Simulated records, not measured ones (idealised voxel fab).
Proc. module: voxel ribs on slabs
The cross-section on display is named cut; it measures 195 nm wide, and its cells are 5 nm squares.
How to read a cross-section here: the picture is a grid of square cells, written as bands going from the top down, and any band can span one or more rows of cells. Heads up on the band format: heights come first, top then bottom, in nm. After that it's the materials left to right, each with its width in nm. A single material flagged "full width" fills the whole band edge to edge, and "blank" means there's empty space there. Ref level 0: as-received wafer is one material below here. Bottom band extends down with no lower bound ("0 and below"). So if you see something like "30..40" for the width, read it as the top row of the band sitting at the first number and the bottom row at the second, with every row in between moving by the same amount as the last. No cell of the cross-section changed in a step that is given as "all unchanged". For the entry "Enclosed void catalog", the listed items are empty spaces with no open way to the top whose size is 8 cells or more; each item follows the pattern width x height at distance, where distance is from the left edge and all three are in nm. On a step's line, text after the settings is the simulator commenting on that step. For masked steps, "overlay nm" on the step line gives how far right of plan the mask actually lay; a minus sign means it lay to the left.
These are the steps we planned for the process
- 1: op RECEIVE | material Si
- 2: op DIRECTIONAL_DEP | material SiO2 | thk nm 20
- 3: op DIRECTIONAL_DEP | material polySi | thk nm 25
- 4: op PATTERN | tone cover | mask id RIB | material resist | width nm 20 | thk nm 15 | overlay nm 0
- 5: op DIRECTIONAL_ETCH | etch materials polySi | depth nm 15
- 6: op STRIP | etch materials resist
- 7: op DIRECTIONAL_DEP | material aC | thk nm 10
- 8: op PATTERN | tone cover | mask id SLAB | material resist | width nm 80 | thk nm 25 | overlay nm 0
- 9: op DIRECTIONAL_ETCH | etch materials aC | depth nm 10
- 10: op STRIP | etch materials resist
- 11: op DIRECTIONAL_ETCH | etch materials polySi | depth nm 10
- 12: op STRIP | etch materials aC
- 13: op FILL_DEP | material SiO2 | thk nm 20
- 14: op CMP | height nm 60
- 15: op DIRECTIONAL_DEP | material TiN | thk nm 5
- 16: op PATTERN | tone cover | mask id HEATER | material resist | width nm 30 | thk nm 15 | overlay nm 0
- 17: op DIRECTIONAL_ETCH | etch materials TiN | depth nm 5
- 18: op STRIP | etch materials resist
- 19: op CONFORMAL_DEP | material SiO2 | thk nm 10
Cross-section of the incoming wafer, state after step 1
	0 and below = Si full width
	Enclosed void catalog: none
Cross-sectional view of the first of the two wafers upon completion of the module, processed in accordance with the plan
	75 down to 70 = blank: 70, SiO2: 50, blank: 75
	70 down to 65 = SiO2 full width
	65 down to 60 = SiO2: 80, TiN: 30, SiO2: 85
	60 down to 45 = SiO2 full width
	45 down to 30 = SiO2: 85, polySi: 20, SiO2: 90
	30 down to 20 = SiO2: 55, polySi: 80, SiO2: 60
	20 down to 0 = SiO2 full width
	0 and below = Si full width
	Enclosed void catalog: none
Cross-sectional view of the second of two wafers upon completion of the module. This wafer shared its starting condition and process plan with the first; one error was made during its execution
	75 down to 70 = blank: 70, SiO2: 50, blank: 75
	70 down to 65 = SiO2 full width
	65 down to 60 = SiO2: 80, TiN: 30, SiO2: 85
	60 down to 25 = SiO2 full width
	25 down to 0 = polySi full width
	0 and below = Si full width
	Enclosed void catalog: none
Want to know what went wrong? the intended sequence of steps 2 and 3 was reversed during processing, with each occupying the position of the other
Upon completion, the second wafer contains, in terms of cells, a greater or smaller amount of certain materials than the first wafer: 151 fewer of SiO2; 151 more of polySi
